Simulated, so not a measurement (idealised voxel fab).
process module | voxel wiring stack
cross-section cut | 270 nm wide | cells 5 nm
A cross-section is a grid of square cells, given in bands from the top down. A band is one or more rows of cells.
Each band's line starts with the height of the band's top and of its bottom, in nm. Then come its materials from left to right, each with its width in nm. One material with "throughout" fills the band from edge to edge. "air" is empty space.
Height 0 is the level under which the wafer as received is all one material. The lowest band goes on downwards, as in "0 down".
A width such as "30 to 40" changes by the same amount from each row of cells to the next, from the band's top row to its bottom row.
"no change" after a step means that no cell of the cross-section changed.
closed voids: empty space of 8 cells or more with no open way to the top, each as width x height at its distance from the left edge, in nm
after a step's settings: what the simulator itself notes on the step
overlay nm, on a step with a mask: how far to the right of its planned place the mask lay; to the left if negative
plan
1 op RECEIVE | material Si
2 op CONFORMAL_DEP | material SiO2 | thk nm 15
3 op CONFORMAL_DEP | material SiN | thk nm 5
4 op DIRECTIONAL_DEP | material lowk | thk nm 25
5 op DIRECTIONAL_DEP | material aC | thk nm 15
6 op PATTERN | tone open | mask id METAL_1 | material resist | width nm 30 | pitch nm 50 | thk nm 30 | overlay nm 0
7 op DIRECTIONAL_ETCH | etch materials aC | depth nm 15
8 op STRIP | etch materials resist
9 op DIRECTIONAL_ETCH | etch materials lowk | depth nm 25
10 op DIRECTIONAL_ETCH | etch materials SiN | depth nm 5
11 op STRIP | etch materials aC
12 op CONFORMAL_DEP | material TiN | thk nm 5
13 op FILL_DEP | material Cu | thk nm 10
14 op CMP | height nm 45
15 op CONFORMAL_DEP | material SiCN | thk nm 5
16 op DIRECTIONAL_DEP | material SiO2 | thk nm 15
17 op DIRECTIONAL_DEP | material aC | thk nm 15
18 op PATTERN | tone open | mask id PLUG_1 | material resist | width nm 15 | pitch nm 50 | thk nm 30 | overlay nm 0
19 op DIRECTIONAL_ETCH | etch materials aC | depth nm 15
20 op STRIP | etch materials resist
21 op DIRECTIONAL_ETCH | etch materials SiO2 | depth nm 15
22 op DIRECTIONAL_ETCH | etch materials SiCN | depth nm 5
23 op STRIP | etch materials aC
24 op CONFORMAL_DEP | material TiN | thk nm 5
25 op FILL_DEP | material W | thk nm 5
26 op CMP | height nm 65
27 op DIRECTIONAL_DEP | material TiN | thk nm 5
28 op DIRECTIONAL_DEP | material Ru | thk nm 20
29 op MASKED_ETCH | tone cover | mask id METAL_2 | width nm 30 | pitch nm 50 | etch materials Ru | depth nm 20 | overlay nm 0
30 op MASKED_ETCH | tone cover | mask id METAL_2 | width nm 30 | pitch nm 50 | etch materials TiN | depth nm 5 | overlay nm 0
31 op FILL_DEP | material lowk | thk nm 10
32 op CMP | height nm 90
33 op CONFORMAL_DEP | material SiCN | thk nm 5
34 op DIRECTIONAL_DEP | material SiO2 | thk nm 15
35 op DIRECTIONAL_DEP | material aC | thk nm 15
36 op PATTERN | tone open | mask id PLUG_2 | material resist | width nm 15 | thk nm 30 | overlay nm 0
37 op DIRECTIONAL_ETCH | etch materials aC | depth nm 15
38 op STRIP | etch materials resist
39 op DIRECTIONAL_ETCH | etch materials SiO2 | depth nm 15
40 op DIRECTIONAL_ETCH | etch materials SiCN | depth nm 5
41 op STRIP | etch materials aC
42 op CONFORMAL_DEP | material TiN | thk nm 5
43 op FILL_DEP | material W | thk nm 5
44 op CMP | height nm 110
45 op DIRECTIONAL_DEP | material TiN | thk nm 5
46 op DIRECTIONAL_DEP | material Ru | thk nm 15
47 op PATTERN | tone cover | mask id METAL_3 | material resist | width nm 30 | pitch nm 50 | thk nm 15 | overlay nm 0
48 op DIRECTIONAL_ETCH | etch materials Ru | depth nm 15
49 op DIRECTIONAL_ETCH | etch materials TiN | depth nm 5
50 op STRIP | etch materials resist
51 op CONFORMAL_DEP | material SiCN | thk nm 5
52 op FILL_DEP | material lowk | thk nm 10
53 op CMP | height nm 130
54 op CONFORMAL_DEP | material SiCN | thk nm 5
as received, after step 1
  0 down: Si throughout
  closed voids: none
a wafer at the end: this start, this plan, one mistake
  135 to 130: SiCN throughout
  130 to 115: lowk 90 | SiCN 5 | Ru 30 | SiCN 5 | lowk 10 | SiCN 5 | Ru 30 | SiCN 5 | lowk 90
  115 to 110: SiCN 95 | TiN 30 | SiCN 20 | TiN 30 | SiCN 95
  110 to 95: SiO2 95 | TiN 5 | W 5 | TiN 5 | SiO2 160
  95 to 90: SiCN 95 | TiN 15 | SiCN 160
  90 to 70: lowk 95 | Ru 30 | lowk 20 | Ru 30 | lowk 95
  70 to 65: lowk 95 | TiN 30 | lowk 20 | TiN 30 | lowk 95
  65 to 50: SiO2 95 | TiN 5 | W 10 | TiN 5 | SiO2 30 | TiN 5 | W 10 | TiN 5 | SiO2 105
  50 to 45: SiCN 95 | TiN 20 | SiCN 30 | TiN 20 | SiCN 105
  45 to 20: lowk 95 | TiN 5 | Cu 20 | TiN 5 | lowk 20 | TiN 5 | Cu 20 | TiN 5 | lowk 95
  20 to 15: SiN 95 | TiN 30 | SiN 20 | TiN 30 | SiN 95
  15 to 0: SiO2 throughout
  0 down: Si throughout
  closed voids: none
what went wrong: step 18 ran as: op PATTERN | tone open | mask id PLUG_1 | material resist | width nm 20 | pitch nm 50 | thk nm 30 | overlay nm 0
